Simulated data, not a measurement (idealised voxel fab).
Documented hereafter: the process module known as voxel fin reveal.
275 nm wide, 5 nm square cells: that's cross-section cut.
In what follows, cross-sections appear as grids of square cells, described through bands that run from the top down, where every band is one or more rows of cells.
Band entry format. Leading values: height of top, height of bottom, nm. Remainder: materials in left-to-right order, each with its width in nm. Special words: "throughout" on a single material, which then fills the band edge to edge; "empty", empty space.
Note: height 0 marks the level under which the wafer is uniformly one material as received. Lowest band unbounded below, written "top 0, no bottom".
Width: "30..40" (first number = top row, second number = bottom row, same change from row to row of cells).
Step note "no modification" = no cross-section cell changed.
Heads up: "Voids lacking openings" only lists the empty pockets with no open path to the top that are 8 cells or more, and it writes them as width x height at distance, distance from the left edge, in nm.
If you see something after the settings on a step's line, that's the simulator's own remark about that step.
When a step includes a mask, the "overlay nm" setting on its line states how far to the right of its planned place that mask lay, and negative values state how far to the left.

### Process steps - plan
- 1: RECEIVE | material Si
- 2: CONFORMAL_DEP | material SiN | thk nm 10
- 3: MASKED_ETCH | tone cover | mask id FINS | width nm 15 | pitch nm 45 | etch materials SiN | depth nm 10 | overlay nm 0
- 4: MASKED_ETCH | tone cover | mask id FINS | width nm 15 | pitch nm 45 | etch materials Si | depth nm 35 | overlay nm 0
- 5: OXIDIZE | depth nm 5
- 6: FILL_DEP | material SiO2 | thk nm 15
- 7: CMP | height nm 10
- 8: SELECTIVE_ETCH | etch materials SiO2 | depth nm 20
- 9: STRIP | etch materials SiN

### Account of the first of two wafers, which was processed as intended

### So this is the incoming wafer in cross-section - it's already been through step 1
    top 0, no bottom | Si throughout
    Voids lacking openings: none

### State of the wafer after step 2, shown in cross-section
    top 10, bottom 0 | SiN throughout
    Everything below 0 is unchanged.

### State of the wafer after step 3, shown in cross-section
    top 10, bottom 0 | 60 of empty / 15 of SiN / 30 of empty / 15 of SiN / 30 of empty / 15 of SiN / 30 of empty / 15 of SiN / 65 of empty
    Everything below 0 is unchanged.

### State of the wafer after step 4, shown in cross-section
    top 10, bottom 0 | 60 of empty / 15 of SiN / 30 of empty / 15 of SiN / 30 of empty / 15 of SiN / 30 of empty / 15 of SiN / 65 of empty
    top 0, bottom -35 | 60 of empty / 15 of Si / 30 of empty / 15 of Si / 30 of empty / 15 of Si / 30 of empty / 15 of Si / 65 of empty
    Everything below -35 is unchanged.

### State of the wafer after step 5, shown in cross-section
    top 10, bottom 0 | 60 of empty / 15 of SiN / 30 of empty / 15 of SiN / 30 of empty / 15 of SiN / 30 of empty / 15 of SiN / 65 of empty
    top 0, bottom -35 | 60 of empty / 5 of SiO2 / 5 of Si / 5 of SiO2 / 30 of empty / 5 of SiO2 / 5 of Si / 5 of SiO2 / 30 of empty / 5 of SiO2 / 5 of Si / 5 of SiO2 / 30 of empty / 5 of SiO2 / 5 of Si / 5 of SiO2 / 65 of empty
    top -35, bottom -40 | 65 of SiO2 / 5 of Si / 40 of SiO2 / 5 of Si / 40 of SiO2 / 5 of Si / 40 of SiO2 / 5 of Si / 70 of SiO2
    Everything below -40 is unchanged.

### State of the wafer after step 6, shown in cross-section
    top 25, bottom 10 | SiO2 throughout
    top 10, bottom 0 | 60 of SiO2 / 15 of SiN / 30 of SiO2 / 15 of SiN / 30 of SiO2 / 15 of SiN / 30 of SiO2 / 15 of SiN / 65 of SiO2
    top 0, bottom -40 | 65 of SiO2 / 5 of Si / 40 of SiO2 / 5 of Si / 40 of SiO2 / 5 of Si / 40 of SiO2 / 5 of Si / 70 of SiO2
    Everything below -40 is unchanged.

### State of the wafer after step 7, shown in cross-section
    top 10, bottom 0 | 60 of SiO2 / 15 of SiN / 30 of SiO2 / 15 of SiN / 30 of SiO2 / 15 of SiN / 30 of SiO2 / 15 of SiN / 65 of SiO2
    Everything below 0 is unchanged.

### State of the wafer after step 8, shown in cross-section
    top 10, bottom 0 | 60 of empty / 15 of SiN / 30 of empty / 15 of SiN / 30 of empty / 15 of SiN / 30 of empty / 15 of SiN / 65 of empty
    top 0, bottom -10 | 65 of empty / 5 of Si / 40 of empty / 5 of Si / 40 of empty / 5 of Si / 40 of empty / 5 of Si / 70 of empty
    Everything below -10 is unchanged.

### State of the wafer after step 9, shown in cross-section
    top 0, bottom -10 | 65 of empty / 5 of Si / 40 of empty / 5 of Si / 40 of empty / 5 of Si / 40 of empty / 5 of Si / 70 of empty
    Everything below -10 is unchanged.

### Wafer two: like wafer one in start and plan, but with one mistake in execution; identical up to and including step 1

Second wafer profile in section, at the moment step 2 of the plan was meant to be complete: no modification

Second wafer profile in section, at the moment step 3 of the plan was meant to be complete: no modification

### Second wafer profile in section, at the moment step 4 of the plan was meant to be complete
    top 0, bottom -35 | 60 of empty / 15 of Si / 30 of empty / 15 of Si / 30 of empty / 15 of Si / 30 of empty / 15 of Si / 65 of empty
    Everything below -35 is unchanged.

### Second wafer profile in section, at the moment step 5 of the plan was meant to be complete
    top 0, bottom -5 | 60 of empty / 15 of SiO2 / 30 of empty / 15 of SiO2 / 30 of empty / 15 of SiO2 / 30 of empty / 15 of SiO2 / 65 of empty
    top -5, bottom -35 | 60 of empty / 5 of SiO2 / 5 of Si / 5 of SiO2 / 30 of empty / 5 of SiO2 / 5 of Si / 5 of SiO2 / 30 of empty / 5 of SiO2 / 5 of Si / 5 of SiO2 / 30 of empty / 5 of SiO2 / 5 of Si / 5 of SiO2 / 65 of empty
    top -35, bottom -40 | 65 of SiO2 / 5 of Si / 40 of SiO2 / 5 of Si / 40 of SiO2 / 5 of Si / 40 of SiO2 / 5 of Si / 70 of SiO2
    Everything below -40 is unchanged.

### Second wafer profile in section, at the moment step 6 of the plan was meant to be complete
    top 15, bottom -5 | SiO2 throughout
    top -5, bottom -40 | 65 of SiO2 / 5 of Si / 40 of SiO2 / 5 of Si / 40 of SiO2 / 5 of Si / 40 of SiO2 / 5 of Si / 70 of SiO2
    Everything below -40 is unchanged.

### Second wafer profile in section, at the moment step 7 of the plan was meant to be complete
    top 10, bottom -5 | SiO2 throughout
    Everything below -5 is unchanged.

### Second wafer profile in section, at the moment step 8 of the plan was meant to be complete
    top -5, bottom -10 | 65 of empty / 5 of Si / 40 of empty / 5 of Si / 40 of empty / 5 of Si / 40 of empty / 5 of Si / 70 of empty
    Everything below -10 is unchanged.

Second wafer profile in section, at the moment step 9 of the plan was meant to be complete: no modification
Deviation from plan: the run left out plan step 2 entirely, so it was never executed
Count the cells at the end and the second wafer has more or fewer of some materials than the first: 4 fewer of Si
